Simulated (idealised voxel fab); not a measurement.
Process module under the name voxel trench capacitor
Each square cell in cross-section cut measures 5 nm, and the section as a whole is 300 nm wide.
Heads up, the way a cross-section reads in here is a grid of square cells, handed over as bands from the top down, with every band being one or more rows of cells. Band: top height; bottom height; in nm. Then, left to right: material with width in nm, for each material. "everywhere": a single material spanning edge to edge. "blank": empty space. Heights are expressed relative to 0, this being the level below which the as-received wafer comprises one material exclusively. The lowest band is unbounded in the downward direction and is denoted as in "0 nm and below". A two-number width, for instance "30..40", indicates that the width is equal to the first number in the top row of the band and to the second number in the bottom row, and that it changes by a constant amount per row of cells. You'll sometimes find "nothing was modified" written for a step, and that's the way of saying that nowhere in the cross-section did a cell change during that step. The label "Trapped voids" introduces a list of the empty spaces, 8 cells or larger, that have no open way up to the top; each entry in it reads width x height at distance, where the distance is taken from the left edge and all three are stated in nm. What comes after the settings on a step's line is commentary from the simulator itself on that step. "overlay nm", when on a step's line for a step with a mask, measures how far to the right of its planned place the mask lay; a negative measure means to the left.
PROCESS STEPS (PLANNED)
step 1: RECEIVE: material Si
step 2: CONFORMAL_DEP: material SiN, thk nm 10
step 3: PATTERN: tone open, mask id TRENCH, material resist, width nm 15, pitch nm 40, thk nm 20, overlay nm -15
step 4: DIRECTIONAL_ETCH: etch materials SiN, depth nm 10
step 5: DIRECTIONAL_ETCH: etch materials Si, depth nm 25
step 6: STRIP: etch materials resist
step 7: CONFORMAL_DEP: material Al2O3, thk nm 5
step 8: FILL_DEP: material polySi, thk nm 5
step 9: CMP: height nm 10
What sets these wafers apart? The overlay nm at step 3. They all start alike, and the plan carries the first wafer's value.
FIRST WAFER OF SEVERAL, AS RECEIVED: CROSS-SECTION AFTER STEP 1
    0 nm and below | Si everywhere
    Trapped voids: none
FIRST OF SEVERAL WAFERS: CROSS-SECTION AT THE END OF THE MODULE, AFTER STEP 9, ITS LAST STEP
    10 nm to 0 nm | 65 SiN, 5 Al2O3, 5 polySi, 5 Al2O3, 25 SiN, 5 Al2O3, 5 polySi, 5 Al2O3, 25 SiN, 5 Al2O3, 5 polySi, 5 Al2O3, 25 SiN, 5 Al2O3, 5 polySi, 5 Al2O3, 100 SiN
    0 nm to -20 nm | 65 Si, 5 Al2O3, 5 polySi, 5 Al2O3, 25 Si, 5 Al2O3, 5 polySi, 5 Al2O3, 25 Si, 5 Al2O3, 5 polySi, 5 Al2O3, 25 Si, 5 Al2O3, 5 polySi, 5 Al2O3, 100 Si
    -20 nm to -25 nm | 65 Si, 15 Al2O3, 25 Si, 15 Al2O3, 25 Si, 15 Al2O3, 25 Si, 15 Al2O3, 100 Si
    -25 nm and below | Si everywhere
    Trapped voids: none
CROSS-SECTION, MODULE END, FINAL OF SEVERAL WAFERS
    10 nm to 0 nm | 95 SiN, 5 Al2O3, 5 polySi, 5 Al2O3, 25 SiN, 5 Al2O3, 5 polySi, 5 Al2O3, 25 SiN, 5 Al2O3, 5 polySi, 5 Al2O3, 25 SiN, 5 Al2O3, 5 polySi, 5 Al2O3, 70 SiN
    0 nm to -20 nm | 95 Si, 5 Al2O3, 5 polySi, 5 Al2O3, 25 Si, 5 Al2O3, 5 polySi, 5 Al2O3, 25 Si, 5 Al2O3, 5 polySi, 5 Al2O3, 25 Si, 5 Al2O3, 5 polySi, 5 Al2O3, 70 Si
    -20 nm to -25 nm | 95 Si, 15 Al2O3, 25 Si, 15 Al2O3, 25 Si, 15 Al2O3, 25 Si, 15 Al2O3, 70 Si
    -25 nm and below | Si everywhere
    Trapped voids: none
ROW PER WAFER, END-OF-MODULE: CELL GAIN (+)/LOSS (-) BY MATERIAL SINCE THE WAFER CAME IN, THEN CLOSED VOIDS
overlay nm -15 | +60 Al2O3 | -60 Si | +96 SiN | +24 polySi | Trapped voids: none
overlay nm -10 | +60 Al2O3 | -60 Si | +96 SiN | +24 polySi | Trapped voids: none
overlay nm -5 | +60 Al2O3 | -60 Si | +96 SiN | +24 polySi | Trapped voids: none
overlay nm 0 | +60 Al2O3 | -60 Si | +96 SiN | +24 polySi | Trapped voids: none
overlay nm 5 | +60 Al2O3 | -60 Si | +96 SiN | +24 polySi | Trapped voids: none
overlay nm 10 | +60 Al2O3 | -60 Si | +96 SiN | +24 polySi | Trapped voids: none
overlay nm 15 | +60 Al2O3 | -60 Si | +96 SiN | +24 polySi | Trapped voids: none
